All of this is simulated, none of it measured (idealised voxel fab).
process module | voxel spacer lines
cross-section cut | 200 nm wide | cells 5 nm
A cross-section is a grid of square cells, given in bands from the top down. A band is one or more rows of cells.
Each band's line starts with the height of the band's top and of its bottom, in nm. Then come its materials from left to right, each with its width in nm. One material with "throughout" fills the band from edge to edge. "air" is empty space.
Height 0 is the level under which the wafer as received is all one material. The lowest band goes on downwards, as in "0 down".
A width such as "30 to 40" changes by the same amount from each row of cells to the next, from the band's top row to its bottom row.
"no change" after a step means that no cell of the cross-section changed.
closed voids: empty space of 8 cells or more with no open way to the top, each as width x height at its distance from the left edge, in nm
after a step's settings: what the simulator itself notes on the step
overlay nm, on a step with a mask: how far to the right of its planned place the mask lay; to the left if negative
plan
1 op RECEIVE | material Si
2 op CONFORMAL_DEP | material Al2O3 | thk nm 10
3 op DIRECTIONAL_DEP | material TiN | thk nm 15
4 op DIRECTIONAL_DEP | material aC | thk nm 20
5 op PATTERN | tone cover | mask id MANDREL | material resist | width nm 15 | pitch nm 70 | thk nm 25 | overlay nm 0
6 op DIRECTIONAL_ETCH | etch materials aC | depth nm 20
7 op STRIP | etch materials resist
8 op CONFORMAL_DEP | material SiO2 | thk nm 10
9 op DIRECTIONAL_ETCH | etch materials SiO2 | depth nm 10
10 op STRIP | etch materials aC
11 op DIRECTIONAL_ETCH | etch materials TiN | depth nm 15
12 op STRIP | etch materials SiO2
varied across the wafers: width nm of step 5. The plan shows the first wafer's value. All wafers start alike
first wafer as received, after step 1
  0 down: Si throughout
  closed voids: none
first wafer at the end, after step 12
  25 to 10: air 10 | TiN 10 | air 15 | TiN 10 | air 35 | TiN 10 | air 15 | TiN 10 | air 35 | TiN 10 | air 15 | TiN 10 | air 15
  10 to 0: Al2O3 throughout
  0 down: Si throughout
  closed voids: none
last wafer at the end
  25 to 10: air 5 | TiN 10 | air 30 | TiN 10 | air 20 | TiN 10 | air 30 | TiN 10 | air 20 | TiN 10 | air 30 | TiN 10 | air 5
  10 to 0: Al2O3 throughout
  0 down: Si throughout
  closed voids: none
each wafer at the end: cells of each material gained (+) or lost (-) since it was received, then its closed voids
width nm 15 | +80 Al2O3 | +36 TiN | closed voids: none
width nm 20 | +80 Al2O3 | +36 TiN | closed voids: none
width nm 25 | +80 Al2O3 | +36 TiN | closed voids: none
width nm 30 | +80 Al2O3 | +36 TiN | closed voids: none
